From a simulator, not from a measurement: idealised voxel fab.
This is a process module. Its name is voxel wiring stack.
FYI the section here is cut, 285 nm wide, cells are 5 nm squares.
A cross-section is a grid of square cells, given in bands from the top down. A band is one or more rows of cells.
Band: top height; bottom height; in nm. Then, left to right: material with width in nm, for each material. "throughout": a single material spanning edge to edge. "empty": empty space.
Height 0 is the level under which the wafer as received is all one material. The lowest band goes on downwards, as in "0..down".
With a width like "30..40", each row of cells in the band differs from the next by the same amount, the top row carrying the first number and the bottom row the second.
No cell of the cross-section changed in a step that is given as "no alteration".
What "Trapped cavities" gives you is every empty space of 8 cells or more that is cut off from the top. Each appears as width x height at distance, with the distance taken from the left edge and width, height and distance all in nm.
Past the settings on a step's line: simulator remark, on that step.
What "overlay nm" on a step's line means: if the step has a mask, that mask lay this far to the right of its planned place, or, when the value is negative, to the left.

-- Process steps (planned)
1,RECEIVE,material Si
2,CONFORMAL_DEP,material SiO2,thk nm 15
3,CONFORMAL_DEP,material SiN,thk nm 5
4,DIRECTIONAL_DEP,material SiO2,thk nm 20
5,PATTERN,tone open,mask id METAL_1,material resist,width nm 20,pitch nm 45,thk nm 20,overlay nm 0
6,DIRECTIONAL_ETCH,etch materials SiO2,depth nm 20
7,DIRECTIONAL_ETCH,etch materials SiN,depth nm 5
8,STRIP,etch materials resist
9,CONFORMAL_DEP,material TiN,thk nm 5
10,FILL_DEP,material Cu,thk nm 10
11,CMP,height nm 40
12,CONFORMAL_DEP,material SiCN,thk nm 5
13,DIRECTIONAL_DEP,material lowk,thk nm 15
14,DIRECTIONAL_DEP,material aC,thk nm 10
15,PATTERN,tone open,mask id PLUG_1,material resist,width nm 15,pitch nm 90,thk nm 30,overlay nm 0
16,DIRECTIONAL_ETCH,etch materials aC,depth nm 10
17,STRIP,etch materials resist
18,DIRECTIONAL_ETCH,etch materials lowk,depth nm 15
19,DIRECTIONAL_ETCH,etch materials SiCN,depth nm 5
20,STRIP,etch materials aC
21,CONFORMAL_DEP,material TiN,thk nm 5
22,FILL_DEP,material Ru,thk nm 5
23,CMP,height nm 60
24,CONFORMAL_DEP,material SiCN,thk nm 5
25,DIRECTIONAL_DEP,material lowk,thk nm 15
26,MASKED_ETCH,tone open,mask id METAL_2,width nm 20,pitch nm 45,etch materials lowk,depth nm 15,overlay nm 0
27,MASKED_ETCH,tone open,mask id METAL_2,width nm 20,pitch nm 45,etch materials SiCN,depth nm 5,overlay nm 0
28,CONFORMAL_DEP,material TiN,thk nm 5
29,FILL_DEP,material Cu,thk nm 5
30,CMP,height nm 80
31,EPI,material Ru,thk nm 5
32,FILL_DEP,material SiCN,thk nm 5

-- Incoming wafer in cross-section (state: after step 1)
> 0..down | Si throughout
> Trapped cavities: none

-- Run as planned - first of the two wafers cross-sectioned at the end of the module
> 90..85 | SiCN throughout
> 85..80 | 80 nm SiCN / 30 nm Ru / 15 nm SiCN / 30 nm Ru / 15 nm SiCN / 30 nm Ru / 85 nm SiCN
> 80..65 | 85 nm lowk / 5 nm TiN / 10 nm Cu / 5 nm TiN / 25 nm lowk / 5 nm TiN / 10 nm Cu / 5 nm TiN / 25 nm lowk / 5 nm TiN / 10 nm Cu / 5 nm TiN / 90 nm lowk
> 65..60 | 85 nm SiCN / 20 nm TiN / 25 nm SiCN / 20 nm TiN / 25 nm SiCN / 20 nm TiN / 90 nm SiCN
> 60..45 | 85 nm lowk / 5 nm TiN / 5 nm Ru / 5 nm TiN / 75 nm lowk / 5 nm TiN / 5 nm Ru / 5 nm TiN / 95 nm lowk
> 45..40 | 85 nm SiCN / 15 nm TiN / 75 nm SiCN / 15 nm TiN / 95 nm SiCN
> 40..20 | 85 nm SiO2 / 5 nm TiN / 10 nm Cu / 5 nm TiN / 25 nm SiO2 / 5 nm TiN / 10 nm Cu / 5 nm TiN / 25 nm SiO2 / 5 nm TiN / 10 nm Cu / 5 nm TiN / 90 nm SiO2
> 20..15 | 85 nm SiN / 20 nm TiN / 25 nm SiN / 20 nm TiN / 25 nm SiN / 20 nm TiN / 90 nm SiN
> 15..0 | SiO2 throughout
> 0..down | Si throughout
> Trapped cavities: none

-- The second wafer, shown in cross-section after the module: started the same way as the first and given the same plan, yet one mistake crept into how it was run
> 90..85 | SiCN throughout
> 85..80 | 80 nm SiCN / 30 nm Ru / 15 nm SiCN / 30 nm Ru / 15 nm SiCN / 30 nm Ru / 85 nm SiCN
> 80..65 | 85 nm lowk / 5 nm TiN / 10 nm Cu / 5 nm TiN / 25 nm lowk / 5 nm TiN / 10 nm Cu / 5 nm TiN / 25 nm lowk / 5 nm TiN / 10 nm Cu / 5 nm TiN / 90 nm lowk
> 65..60 | 85 nm SiCN / 20 nm TiN / 25 nm SiCN / 20 nm TiN / 25 nm SiCN / 20 nm TiN / 90 nm SiCN
> 60..55 | 90 nm TiN / 5 nm Ru / 85 nm TiN / 5 nm Ru / 100 nm TiN
> 55..40 | 85 nm lowk / 5 nm TiN / 5 nm Ru / 5 nm TiN / 75 nm lowk / 5 nm TiN / 5 nm Ru / 5 nm TiN / 95 nm lowk
> 40..35 | 85 nm SiCN / 15 nm TiN / 75 nm SiCN / 15 nm TiN / 95 nm SiCN
> 35..20 | 85 nm SiO2 / 5 nm TiN / 10 nm Cu / 5 nm TiN / 25 nm SiO2 / 5 nm TiN / 10 nm Cu / 5 nm TiN / 25 nm SiO2 / 5 nm TiN / 10 nm Cu / 5 nm TiN / 90 nm SiO2
> 20..15 | 85 nm SiN / 20 nm TiN / 25 nm SiN / 20 nm TiN / 25 nm SiN / 20 nm TiN / 90 nm SiN
> 15..0 | SiO2 throughout
> 0..down | Si throughout
> Trapped cavities: none
Finding, execution versus plan: not per plan at step 11, really ran CMP,height nm 35
Materials where the second wafer ends with more or fewer cells than the first: -6 Cu, +2 Ru, -45 SiO2, +49 TiN
